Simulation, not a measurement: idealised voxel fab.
Proc. module: voxel tone inversion
Section shown: cut. Width: 295 nm. Cell size: 5 nm, square.
Just so we're on the same page, the cross-sections are grids of square cells, and they're listed out in bands top to bottom, each band one or more rows deep. A band entry consists of two parts. The first gives the height of the band's top and the height of its bottom, in nm. The rest lists the band's materials from left to right, each with its width in nm. A single material labelled with the word "everywhere" fills the band from edge to edge, and the word "air" marks empty space. Height is counted from the level 0, under which the received wafer is composed throughout of one material. The lowest of the bands is not closed at the bottom but continues downward, in the notation "z 0 and below". The notation "30->40" denotes a width that varies across the rows of cells in the band, beginning at the first number in the top row, finishing at the second number in the bottom row, and changing by an identical amount from each row to the next. Any step labelled "no change" changed none of the cells in the cross-section. Enclosed voids (no open way to top), threshold 8 cells or more, entry "Cavities, closed", notation width x height at distance, distance from left edge, nm. The remark found on a step's line after its settings is issued by the simulator itself and pertains to that step. On any step carrying a mask, the "overlay nm" setting, if present on the step's line, tells how far right of its planned place the mask lay; negative values point to the left.
## List of planned process steps
1: op RECEIVE | material Si
2: op CONFORMAL_DEP | material SiN | thk nm 5
3: op DIRECTIONAL_DEP | material aC | thk nm 20
4: op PATTERN | tone cover | mask id POSTS | material resist | width nm 15 | pitch nm 30 | thk nm 25 | overlay nm 0
5: op DIRECTIONAL_ETCH | etch materials aC | depth nm 20
6: op STRIP | etch materials resist
7: op FILL_DEP | material SiO2 | thk nm 5
8: op CMP | height nm 25
9: op STRIP | etch materials aC
## The following pertains to the first of two wafers, which was processed as planned
## This is the cross-section of the wafer as we received it, i.e. after step 1
  z 0 and below  Si everywhere
  Cavities, closed: none
## Step 2 done - wafer cross-section
  z 5 to 0  SiN everywhere
  All layers under 0 are left as they were.
## Step 3 done - wafer cross-section
  z 25 to 5  aC everywhere
  All layers under 5 are left as they were.
## Step 4 done - wafer cross-section
  z 50 to 25  air (110), then resist (15), then air (15), then resist (15), then air (15), then resist (15), then air (110)
  All layers under 25 are left as they were.
## Step 5 done - wafer cross-section
  z 30 to 25  air (110), then resist (15), then air (15), then resist (15), then air (15), then resist (15), then air (110)
  z 25 to 5  air (110), then aC (15), then air (15), then aC (15), then air (15), then aC (15), then air (110)
  All layers under 5 are left as they were.
## Step 6 done - wafer cross-section
  z 25 to 5  air (110), then aC (15), then air (15), then aC (15), then air (15), then aC (15), then air (110)
  All layers under 5 are left as they were.
## Step 7 done - wafer cross-section
  z 30 to 25  SiO2 everywhere
  z 25 to 5  SiO2 (110), then aC (15), then SiO2 (15), then aC (15), then SiO2 (15), then aC (15), then SiO2 (110)
  All layers under 5 are left as they were.
## Step 8 done - wafer cross-section
  z 25 to 5  SiO2 (110), then aC (15), then SiO2 (15), then aC (15), then SiO2 (15), then aC (15), then SiO2 (110)
  All layers under 5 are left as they were.
## Step 9 done - wafer cross-section
  z 25 to 5  SiO2 (110), then air (15), then SiO2 (15), then air (15), then SiO2 (15), then air (15), then SiO2 (110)
  All layers under 5 are left as they were.
## The Second Wafer: Common Origin and Plan, One Mistake in Execution, Identical to the First Through Step 1
## Second wafer profile in section, at the moment step 2 of the plan was meant to be complete
  z 20 to 0  aC everywhere
  All layers under 0 are left as they were.
## Second wafer profile in section, at the moment step 3 of the plan was meant to be complete
  z 25 to 20  SiN everywhere
  All layers under 20 are left as they were.
## Second wafer profile in section, at the moment step 4 of the plan was meant to be complete
  z 50 to 25  air (110), then resist (15), then air (15), then resist (15), then air (15), then resist (15), then air (110)
  All layers under 25 are left as they were.
## Second wafer profile in section, at the moment step 5 of the plan was meant to be complete
  z 30 to 25  air (110), then resist (15), then air (15), then resist (15), then air (15), then resist (15), then air (110)
  All layers under 25 are left as they were.
## Second wafer profile in section, at the moment step 6 of the plan was meant to be complete
  z 25 to 20  SiN everywhere
  All layers under 20 are left as they were.
## Second wafer profile in section, at the moment step 7 of the plan was meant to be complete
  z 30 to 25  SiO2 everywhere
  All layers under 25 are left as they were.
## Second wafer profile in section, at the moment step 8 of the plan was meant to be complete
  z 25 to 20  SiN everywhere
  All layers under 20 are left as they were.
Second wafer profile in section, at the moment step 9 of the plan was meant to be complete: no change
Deviation from plan: the run placed steps 2 and 3 each in the position the plan gave to the other
Wafer comparison, final, in cells, second relative to first, materials more or fewer: SiO2 -200, aC +236
